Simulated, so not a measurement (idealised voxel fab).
Title: Process Module voxel gate over fins
In the cross-section labelled cut, the width is 140 nm and each square cell is 5 nm.
Throughout this document, each cross-section is represented as a grid of square cells and is presented as a sequence of bands enumerated from the top downward, where a band comprises one or more rows of cells.
In this notation a band is specified by the heights of its top and bottom, in that order and in nm, after which its materials appear from left to right, each paired with its width in nm. The word "throughout" attached to a single material means that material fills the band from edge to edge; the word "blank" stands for empty space.
Convention: height 0 is the level below which the wafer, as received, is all one material. The lowest band does not terminate at the bottom but continues downward, represented as "0 down".
When a width is written as two numbers, as in "30 to 40", the first number is the width in the top row of cells of the band and the second is the width in its bottom row, and the width changes by the same amount from each row to the next.
Step marked "all unchanged"? Then no cell in the cross-section changed in it.
Each empty space that has no open way to the top and spans at least 8 cells appears under "Trapped void list" as width x height at distance, the distance counted from the left edge, all in nm.
Note: text after step settings on the step line = simulator remark on that step.
The optional step-line setting "overlay nm" applies to steps with a mask and quantifies how far to the right of its planned location the mask lay, a negative value indicating leftward placement.
[Listed below are the process steps as planned]
step 1: RECEIVE | material Si
step 2: CONFORMAL_DEP | material SiN | thk nm 5
step 3: PATTERN | tone cover | mask id FINS | material resist | width nm 15 | pitch nm 60 | thk nm 20 | overlay nm 0
step 4: DIRECTIONAL_ETCH | etch materials SiN | depth nm 5
step 5: DIRECTIONAL_ETCH | etch materials Si | depth nm 40
step 6: STRIP | etch materials resist
step 7: OXIDIZE | depth nm 5
step 8: FILL_DEP | material SiO2 | thk nm 15
step 9: CMP | height nm 5
step 10: PATTERN | tone open | mask id RAIL | material resist | width nm 15 | thk nm 15 | overlay nm 0
step 11: DIRECTIONAL_ETCH | etch materials SiO2 | depth nm 40
step 12: STRIP | etch materials resist
step 13: CONFORMAL_DEP | material TiN | thk nm 5
step 14: FILL_DEP | material W | thk nm 10
step 15: CMP | height nm 5
step 16: SELECTIVE_ETCH | etch materials W Ru TiN | depth nm 20
step 17: FILL_DEP | material SiO2 | thk nm 5
step 18: CMP | height nm 5
step 19: SELECTIVE_ETCH | etch materials SiO2 | depth nm 15
step 20: STRIP | etch materials SiN
step 21: CONFORMAL_DEP | material HfO2 | thk nm 5
step 22: CONFORMAL_DEP | material TiN | thk nm 5
step 23: CONFORMAL_DEP | material TiAl | thk nm 5
step 24: CONFORMAL_DEP | material TiN | thk nm 5
step 25: FILL_DEP | material W | thk nm 10
step 26: CMP | height nm 25
step 27: CONFORMAL_DEP | material SiCN | thk nm 10
[As-received state of the wafer in cross-section, equivalent to post-step 1]
0 down = Si throughout
Trapped void list: none
[This is how the wafer looks in cross-section once the module is done, given the starting state and plan above and one mistake in carrying the plan out]
40 to 25 = SiCN throughout
25 to 20 = W throughout
20 to 15 = W 15 nm | TiN 45 nm | W 15 nm | TiN 45 nm | W 20 nm
15 to 10 = W 15 nm | TiN 5 nm | TiAl 35 nm | TiN 5 nm | W 15 nm | TiN 5 nm | TiAl 35 nm | TiN 5 nm | W 20 nm
10 to 5 = TiN 20 nm | TiAl 5 nm | TiN 25 nm | TiAl 5 nm | TiN 25 nm | TiAl 5 nm | TiN 25 nm | TiAl 5 nm | TiN 25 nm
5 to 0 = TiAl 25 nm | TiN 5 nm | HfO2 15 nm | TiN 5 nm | TiAl 35 nm | TiN 5 nm | HfO2 15 nm | TiN 5 nm | TiAl 30 nm
0 to -5 = TiN 30 nm | HfO2 5 nm | Si 5 nm | HfO2 5 nm | TiN 45 nm | HfO2 5 nm | Si 5 nm | HfO2 5 nm | TiN 35 nm
-5 to -10 = HfO2 35 nm | Si 5 nm | HfO2 55 nm | Si 5 nm | HfO2 40 nm
-10 to -15 = SiO2 35 nm | Si 5 nm | SiO2 55 nm | Si 5 nm | SiO2 40 nm
-15 to -30 = SiO2 35 nm | Si 5 nm | SiO2 20 nm | TiN 5 nm | W 5 nm | TiN 5 nm | SiO2 20 nm | Si 5 nm | SiO2 40 nm
-30 to -35 = SiO2 35 nm | Si 5 nm | SiO2 20 nm | TiN 15 nm | SiO2 20 nm | Si 5 nm | SiO2 40 nm
-35 to -45 = SiO2 35 nm | Si 5 nm | SiO2 55 nm | Si 5 nm | SiO2 40 nm
-45 down = Si throughout
Trapped void list: none
Which mistake was made when the wafer was run? heads up, step 27 didn't go per plan, it actually ran as CONFORMAL_DEP | material SiCN | thk nm 15
